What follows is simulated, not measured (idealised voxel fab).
Proc. module: voxel self aligned contacts
Cross-section cut: width 300 nm, square cells of 5 nm.
Cross-section = grid of square cells, listed top down in bands; band = one or more rows.
Look at the band entry: it leads with the top's height and the bottom's height in nm. Then it lists the materials left to right, with a width in nm for each. The word "edge to edge" on a single material says that material fills the band edge to edge. The word "air" is empty space.
Height datum 0, below which the as-received substrate wafer is one material. Lowest band open at the bottom, running downward: "0 down".
The width entry "30 to 40" should be interpreted row by row: the top row of cells in the band takes the first number, the bottom row takes the second number, and the change between adjacent rows is uniform throughout.
Step marked "no modifications"? Then no cell in the cross-section changed in it.
"Fully enclosed voids" lists enclosed empty spaces (at least 8 cells, no open path upward to the top), each as width x height at distance from the left edge, in nm.
Past the settings on a step's line: simulator remark, on that step.
The optional step-line setting "overlay nm" applies to steps with a mask and quantifies how far to the right of its planned location the mask lay, a negative value indicating leftward placement.
-- This section lists the process steps that were planned
1) RECEIVE | material Si
2) OXIDIZE | depth nm 5
3) DIRECTIONAL_DEP | material polySi | thk nm 25
4) DIRECTIONAL_DEP | material SiN | thk nm 25
5) DIRECTIONAL_DEP | material aC | thk nm 10
6) PATTERN | tone cover | mask id GATE | material resist | width nm 35 | pitch nm 80 | thk nm 25 | overlay nm 0
7) DIRECTIONAL_ETCH | etch materials aC | depth nm 10
8) STRIP | etch materials resist
9) DIRECTIONAL_ETCH | etch materials SiN | depth nm 25
10) DIRECTIONAL_ETCH | etch materials polySi | depth nm 25
11) STRIP | etch materials aC
12) CONFORMAL_DEP | material SiN | thk nm 10
13) DIRECTIONAL_ETCH | etch materials SiN | depth nm 10
14) FILL_DEP | material SiO2 | thk nm 15
15) CMP | height nm 60
16) DIRECTIONAL_DEP | material aC | thk nm 10
17) PATTERN | tone open | mask id CONTACT | material resist | width nm 65 | pitch nm 80 | thk nm 25 | overlay nm 0
18) DIRECTIONAL_ETCH | etch materials aC | depth nm 10
19) STRIP | etch materials resist
20) DIRECTIONAL_ETCH | etch materials SiO2 | depth nm 65
21) STRIP | etch materials aC
22) CONFORMAL_DEP | material TiN | thk nm 5
23) FILL_DEP | material Ru | thk nm 10
24) CMP | height nm 60
25) CONFORMAL_DEP | material SiN | thk nm 5
-- The first wafer of two, processed as planned
-- Wafer cross-section on receipt, i.e. after step 1
  0 down = Si edge to edge
  Fully enclosed voids: none
-- How the wafer stands in section after step 2
  0 to -5 = SiO2 edge to edge
  Heights below -5 show no change.
-- How the wafer stands in section after step 3
  25 to 0 = polySi edge to edge
  Heights below 0 show no change.
-- How the wafer stands in section after step 4
  50 to 25 = SiN edge to edge
  Heights below 25 show no change.
-- How the wafer stands in section after step 5
  60 to 50 = aC edge to edge
  Heights below 50 show no change.
-- How the wafer stands in section after step 6
  85 to 60 = air (50), resist (35), air (45), resist (35), air (45), resist (35), air (55)
  Heights below 60 show no change.
-- How the wafer stands in section after step 7
  75 to 60 = air (50), resist (35), air (45), resist (35), air (45), resist (35), air (55)
  60 to 50 = air (50), aC (35), air (45), aC (35), air (45), aC (35), air (55)
  Heights below 50 show no change.
-- How the wafer stands in section after step 8
  60 to 50 = air (50), aC (35), air (45), aC (35), air (45), aC (35), air (55)
  Heights below 50 show no change.
-- How the wafer stands in section after step 9
  60 to 50 = air (50), aC (35), air (45), aC (35), air (45), aC (35), air (55)
  50 to 25 = air (50), SiN (35), air (45), SiN (35), air (45), SiN (35), air (55)
  Heights below 25 show no change.
-- How the wafer stands in section after step 10
  60 to 50 = air (50), aC (35), air (45), aC (35), air (45), aC (35), air (55)
  50 to 25 = air (50), SiN (35), air (45), SiN (35), air (45), SiN (35), air (55)
  25 to 0 = air (50), polySi (35), air (45), polySi (35), air (45), polySi (35), air (55)
  Heights below 0 show no change.
-- How the wafer stands in section after step 11
  50 to 25 = air (50), SiN (35), air (45), SiN (35), air (45), SiN (35), air (55)
  Heights below 25 show no change.
-- How the wafer stands in section after step 12
  60 to 25 = air (40), SiN (55), air (25), SiN (55), air (25), SiN (55), air (45)
  25 to 10 = air (40), SiN (10), polySi (35), SiN (10), air (25), SiN (10), polySi (35), SiN (10), air (25), SiN (10), polySi (35), SiN (10), air (45)
  10 to 0 = SiN (50), polySi (35), SiN (45), polySi (35), SiN (45), polySi (35), SiN (55)
  Heights below 0 show no change.
-- How the wafer stands in section after step 13
  50 to 25 = air (40), SiN (55), air (25), SiN (55), air (25), SiN (55), air (45)
  25 to 0 = air (40), SiN (10), polySi (35), SiN (10), air (25), SiN (10), polySi (35), SiN (10), air (25), SiN (10), polySi (35), SiN (10), air (45)
  Heights below 0 show no change.
-- How the wafer stands in section after step 14
  65 to 50 = SiO2 edge to edge
  50 to 25 = SiO2 (40), SiN (55), SiO2 (25), SiN (55), SiO2 (25), SiN (55), SiO2 (45)
  25 to 0 = SiO2 (40), SiN (10), polySi (35), SiN (10), SiO2 (25), SiN (10), polySi (35), SiN (10), SiO2 (25), SiN (10), polySi (35), SiN (10), SiO2 (45)
  Heights below 0 show no change.
-- How the wafer stands in section after step 15
  60 to 50 = SiO2 edge to edge
  Heights below 50 show no change.
-- How the wafer stands in section after step 16
  70 to 60 = aC edge to edge
  Heights below 60 show no change.
-- How the wafer stands in section after step 17
  95 to 70 = resist (75), air (65), resist (15), air (65), resist (80)
  Heights below 70 show no change.
-- How the wafer stands in section after step 18
  85 to 70 = resist (75), air (65), resist (15), air (65), resist (80)
  70 to 60 = aC (75), air (65), aC (15), air (65), aC (80)
  Heights below 60 show no change.
-- How the wafer stands in section after step 19
  70 to 60 = aC (75), air (65), aC (15), air (65), aC (80)
  Heights below 60 show no change.
-- How the wafer stands in section after step 20
  70 to 60 = aC (75), air (65), aC (15), air (65), aC (80)
  60 to 50 = SiO2 (75), air (65), SiO2 (15), air (65), SiO2 (80)
  50 to 25 = SiO2 (40), SiN (55), air (25), SiN (55), air (25), SiN (55), SiO2 (45)
  25 to 0 = SiO2 (40), SiN (10), polySi (35), SiN (10), air (25), SiN (10), polySi (35), SiN (10), air (25), SiN (10), polySi (35), SiN (10), SiO2 (45)
  0 to -5 = SiO2 (95), air (25), SiO2 (55), air (25), SiO2 (100)
  Heights below -5 show no change.
-- How the wafer stands in section after step 21
  60 to 50 = SiO2 (75), air (65), SiO2 (15), air (65), SiO2 (80)
  Heights below 50 show no change.
-- How the wafer stands in section after step 22
  65 to 60 = TiN (80), air (55), TiN (25), air (55), TiN (85)
  60 to 50 = SiO2 (75), TiN (5 to 25), air (55 to 15), TiN (5 to 25), SiO2 (15), TiN (5 to 25), air (55 to 15), TiN (5 to 25), SiO2 (80)
  50 to 25 = SiO2 (40), SiN (55), TiN (5), air (15), TiN (5), SiN (55), TiN (5), air (15), TiN (5), SiN (55), SiO2 (45)
  25 to 0 = SiO2 (40), SiN (10), polySi (35), SiN (10), TiN (5), air (15), TiN (5), SiN (10), polySi (35), SiN (10), TiN (5), air (15), TiN (5), SiN (10), polySi (35), SiN (10), SiO2 (45)
  0 to -5 = SiO2 (95), TiN (25), SiO2 (55), TiN (25), SiO2 (100)
  Heights below -5 show no change.
-- How the wafer stands in section after step 23
  75 to 65 = Ru edge to edge
  65 to 60 = TiN (80), Ru (55), TiN (25), Ru (55), TiN (85)
  60 to 50 = SiO2 (75), TiN (5 to 25), Ru (55 to 15), TiN (5 to 25), SiO2 (15), TiN (5 to 25), Ru (55 to 15), TiN (5 to 25), SiO2 (80)
  50 to 25 = SiO2 (40), SiN (55), TiN (5), Ru (15), TiN (5), SiN (55), TiN (5), Ru (15), TiN (5), SiN (55), SiO2 (45)
  25 to 0 = SiO2 (40), SiN (10), polySi (35), SiN (10), TiN (5), Ru (15), TiN (5), SiN (10), polySi (35), SiN (10), TiN (5), Ru (15), TiN (5), SiN (10), polySi (35), SiN (10), SiO2 (45)
  Heights below 0 show no change.
-- How the wafer stands in section after step 24
  60 to 50 = SiO2 (75), TiN (5 to 25), Ru (55 to 15), TiN (5 to 25), SiO2 (15), TiN (5 to 25), Ru (55 to 15), TiN (5 to 25), SiO2 (80)
  Heights below 50 show no change.
-- How the wafer stands in section after step 25
  65 to 60 = SiN edge to edge
  Heights below 60 show no change.
-- Second wafer, same starting state and plan as the first, one mistake in the run, identical through step 1
-- Here is the second wafer in cross-section at the point where step 2 of the plan should have been done
  25 to 0 = polySi edge to edge
  Heights below 0 show no change.
-- Here is the second wafer in cross-section at the point where step 3 of the plan should have been done
  25 to 20 = SiO2 edge to edge
  Heights below 20 show no change.
-- Here is the second wafer in cross-section at the point where step 4 of the plan should have been done
  50 to 25 = SiN edge to edge
  Heights below 25 show no change.
-- Here is the second wafer in cross-section at the point where step 5 of the plan should have been done
  60 to 50 = aC edge to edge
  Heights below 50 show no change.
-- Here is the second wafer in cross-section at the point where step 6 of the plan should have been done
  85 to 60 = air (50), resist (35), air (45), resist (35), air (45), resist (35), air (55)
  Heights below 60 show no change.
-- Here is the second wafer in cross-section at the point where step 7 of the plan should have been done
  75 to 60 = air (50), resist (35), air (45), resist (35), air (45), resist (35), air (55)
  60 to 50 = air (50), aC (35), air (45), aC (35), air (45), aC (35), air (55)
  Heights below 50 show no change.
-- Here is the second wafer in cross-section at the point where step 8 of the plan should have been done
  60 to 50 = air (50), aC (35), air (45), aC (35), air (45), aC (35), air (55)
  Heights below 50 show no change.
-- Here is the second wafer in cross-section at the point where step 9 of the plan should have been done
  60 to 50 = air (50), aC (35), air (45), aC (35), air (45), aC (35), air (55)
  50 to 25 = air (50), SiN (35), air (45), SiN (35), air (45), SiN (35), air (55)
  Heights below 25 show no change.
Here is the second wafer in cross-section at the point where step 10 of the plan should have been done: no modifications
-- Here is the second wafer in cross-section at the point where step 11 of the plan should have been done
  50 to 25 = air (50), SiN (35), air (45), SiN (35), air (45), SiN (35), air (55)
  Heights below 25 show no change.
-- Here is the second wafer in cross-section at the point where step 12 of the plan should have been done
  60 to 35 = air (40), SiN (55), air (25), SiN (55), air (25), SiN (55), air (45)
  35 to 25 = SiN edge to edge
  Heights below 25 show no change.
-- Here is the second wafer in cross-section at the point where step 13 of the plan should have been done
  50 to 25 = air (40), SiN (55), air (25), SiN (55), air (25), SiN (55), air (45)
  Heights below 25 show no change.
-- Here is the second wafer in cross-section at the point where step 14 of the plan should have been done
  65 to 50 = SiO2 edge to edge
  50 to 25 = SiO2 (40), SiN (55), SiO2 (25), SiN (55), SiO2 (25), SiN (55), SiO2 (45)
  Heights below 25 show no change.
-- Here is the second wafer in cross-section at the point where step 15 of the plan should have been done
  60 to 50 = SiO2 edge to edge
  Heights below 50 show no change.
-- Here is the second wafer in cross-section at the point where step 16 of the plan should have been done
  70 to 60 = aC edge to edge
  Heights below 60 show no change.
-- Here is the second wafer in cross-section at the point where step 17 of the plan should have been done
  95 to 70 = resist (75), air (65), resist (15), air (65), resist (80)
  Heights below 70 show no change.
-- Here is the second wafer in cross-section at the point where step 18 of the plan should have been done
  85 to 70 = resist (75), air (65), resist (15), air (65), resist (80)
  70 to 60 = aC (75), air (65), aC (15), air (65), aC (80)
  Heights below 60 show no change.
-- Here is the second wafer in cross-section at the point where step 19 of the plan should have been done
  70 to 60 = aC (75), air (65), aC (15), air (65), aC (80)
  Heights below 60 show no change.
-- Here is the second wafer in cross-section at the point where step 20 of the plan should have been done
  70 to 60 = aC (75), air (65), aC (15), air (65), aC (80)
  60 to 50 = SiO2 (75), air (65), SiO2 (15), air (65), SiO2 (80)
  50 to 25 = SiO2 (40), SiN (55), air (25), SiN (55), air (25), SiN (55), SiO2 (45)
  25 to 20 = SiO2 (95), air (25), SiO2 (55), air (25), SiO2 (100)
  Heights below 20 show no change.
-- Here is the second wafer in cross-section at the point where step 21 of the plan should have been done
  60 to 50 = SiO2 (75), air (65), SiO2 (15), air (65), SiO2 (80)
  Heights below 50 show no change.
-- Here is the second wafer in cross-section at the point where step 22 of the plan should have been done
  65 to 60 = TiN (80), air (55), TiN (25), air (55), TiN (85)
  60 to 50 = SiO2 (75), TiN (5 to 25), air (55 to 15), TiN (5 to 25), SiO2 (15), TiN (5 to 25), air (55 to 15), TiN (5 to 25), SiO2 (80)
  50 to 25 = SiO2 (40), SiN (55), TiN (5), air (15), TiN (5), SiN (55), TiN (5), air (15), TiN (5), SiN (55), SiO2 (45)
  25 to 20 = SiO2 (95), TiN (25), SiO2 (55), TiN (25), SiO2 (100)
  Heights below 20 show no change.
-- Here is the second wafer in cross-section at the point where step 23 of the plan should have been done
  75 to 65 = Ru edge to edge
  65 to 60 = TiN (80), Ru (55), TiN (25), Ru (55), TiN (85)
  60 to 50 = SiO2 (75), TiN (5 to 25), Ru (55 to 15), TiN (5 to 25), SiO2 (15), TiN (5 to 25), Ru (55 to 15), TiN (5 to 25), SiO2 (80)
  50 to 25 = SiO2 (40), SiN (55), TiN (5), Ru (15), TiN (5), SiN (55), TiN (5), Ru (15), TiN (5), SiN (55), SiO2 (45)
  Heights below 25 show no change.
-- Here is the second wafer in cross-section at the point where step 24 of the plan should have been done
  60 to 50 = SiO2 (75), TiN (5 to 25), Ru (55 to 15), TiN (5 to 25), SiO2 (15), TiN (5 to 25), Ru (55 to 15), TiN (5 to 25), SiO2 (80)
  Heights below 50 show no change.
-- Here is the second wafer in cross-section at the point where step 25 of the plan should have been done
  65 to 60 = SiN edge to edge
  Heights below 60 show no change.
what went wrong: steps 2 and 3 of the plan were run in the wrong order, each in the other's place
The closing comparison, in cells, has the second wafer with more or fewer of some materials than the first: -30 Ru; +60 Si; -60 SiN; -85 SiO2; -20 TiN; +135 polySi
